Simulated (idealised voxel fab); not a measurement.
You're looking at the process module voxel released beams.
Section shown: cut. Width: 165 nm. Cell size: 5 nm, square.
Think of the cross-section as a grid of square cells. We describe it in bands, top to bottom, and each band covers one or more rows of those cells. A band entry consists of two parts. The first gives the height of the band's top and the height of its bottom, in nm. The rest lists the band's materials from left to right, each with its width in nm. A single material labelled with the word "full width" fills the band from edge to edge, and the word "blank" marks empty space. Height datum 0, below which the as-received substrate wafer is one material. Lowest band open at the bottom, running downward: "top 0, no bottom". With a width like "30->40", each row of cells in the band differs from the next by the same amount, the top row carrying the first number and the bottom row the second. "nothing was modified" means the step left every cell of the cross-section as it was. The list in "Sealed internal cavities" covers empty spaces of 8 cells or more that cannot reach the top through any open way, and it gives each as width x height at distance; the distance is from the left edge, and width, height and distance are in nm. If you see something after the settings on a step's line, that's the simulator's own remark about that step. overlay nm: mask right of planned place by this much (step with mask). Neg. = left.

### Steps planned for the process
1,RECEIVE [material Si]
2,CONFORMAL_DEP [material SiN] [thk nm 10]
3,DIRECTIONAL_DEP [material SiO2] [thk nm 20]
4,PATTERN [tone open] [mask id ANCHOR] [material resist] [width nm 30] [thk nm 20] [overlay nm 0]
5,DIRECTIONAL_ETCH [etch materials SiO2] [depth nm 20]
6,STRIP [etch materials resist]
7,CONFORMAL_DEP [material TiN] [thk nm 10]
8,MASKED_ETCH [tone cover] [mask id BEAM] [width nm 115] [etch materials TiN] [depth nm 10] [overlay nm 0]
9,STRIP [etch materials SiO2]

### First of the two wafers, run per plan

### Cross-sectional view of the wafer in its as-received condition, corresponding to the state after step 1
* top 0, no bottom | Si full width
* Sealed internal cavities: none

### The following cross-section depicts the wafer upon completion of step 2
* top 10, bottom 0 | SiN full width
* All layers under 0 are left as they were.

### The following cross-section depicts the wafer upon completion of step 3
* top 30, bottom 10 | SiO2 full width
* All layers under 10 are left as they were.

### The following cross-section depicts the wafer upon completion of step 4
* top 50, bottom 30 | 25 of resist, then 30 of blank, then 110 of resist
* All layers under 30 are left as they were.

### The following cross-section depicts the wafer upon completion of step 5
* top 50, bottom 30 | 25 of resist, then 30 of blank, then 110 of resist
* top 30, bottom 10 | 25 of SiO2, then 30 of blank, then 110 of SiO2
* All layers under 10 are left as they were.

### The following cross-section depicts the wafer upon completion of step 6
* top 30, bottom 10 | 25 of SiO2, then 30 of blank, then 110 of SiO2
* All layers under 10 are left as they were.

### The following cross-section depicts the wafer upon completion of step 7
* top 40, bottom 30 | 35 of TiN, then 10 of blank, then 120 of TiN
* top 30, bottom 20 | 25 of SiO2, then 10 of TiN, then 10 of blank, then 10 of TiN, then 110 of SiO2
* top 20, bottom 10 | 25 of SiO2, then 30 of TiN, then 110 of SiO2
* All layers under 10 are left as they were.

### The following cross-section depicts the wafer upon completion of step 8
* top 40, bottom 30 | 20 of blank, then 15 of TiN, then 10 of blank, then 90 of TiN, then 30 of blank
* All layers under 30 are left as they were.

### The following cross-section depicts the wafer upon completion of step 9
* top 40, bottom 30 | 20 of blank, then 15 of TiN, then 10 of blank, then 90 of TiN, then 30 of blank
* top 30, bottom 20 | 25 of blank, then 10 of TiN, then 10 of blank, then 10 of TiN, then 110 of blank
* top 20, bottom 10 | 25 of blank, then 30 of TiN, then 110 of blank
* All layers under 10 are left as they were.

### Second of two: same start, same plan, one run error; steps up to and including 7 match the first

### Second wafer, section view, time point: scheduled end of step 8
* top 40, bottom 30 | 30 of blank, then 5 of TiN, then 10 of blank, then 100 of TiN, then 20 of blank
* All layers under 30 are left as they were.

### Second wafer, section view, time point: scheduled end of step 9
* top 40, bottom 30 | 30 of blank, then 5 of TiN, then 10 of blank, then 100 of TiN, then 20 of blank
* top 30, bottom 20 | 25 of blank, then 10 of TiN, then 10 of blank, then 10 of TiN, then 110 of blank
* top 20, bottom 10 | 25 of blank, then 30 of TiN, then 110 of blank
* All layers under 10 are left as they were.
Diagnosis: planned and actual differ for step 8; actual: MASKED_ETCH [tone cover] [mask id BEAM] [width nm 115] [etch materials TiN] [depth nm 10] [overlay nm 10]
In the final comparison it is observed that the number of cells assigned to each material is identical for the two wafers, whereas their placement is not.
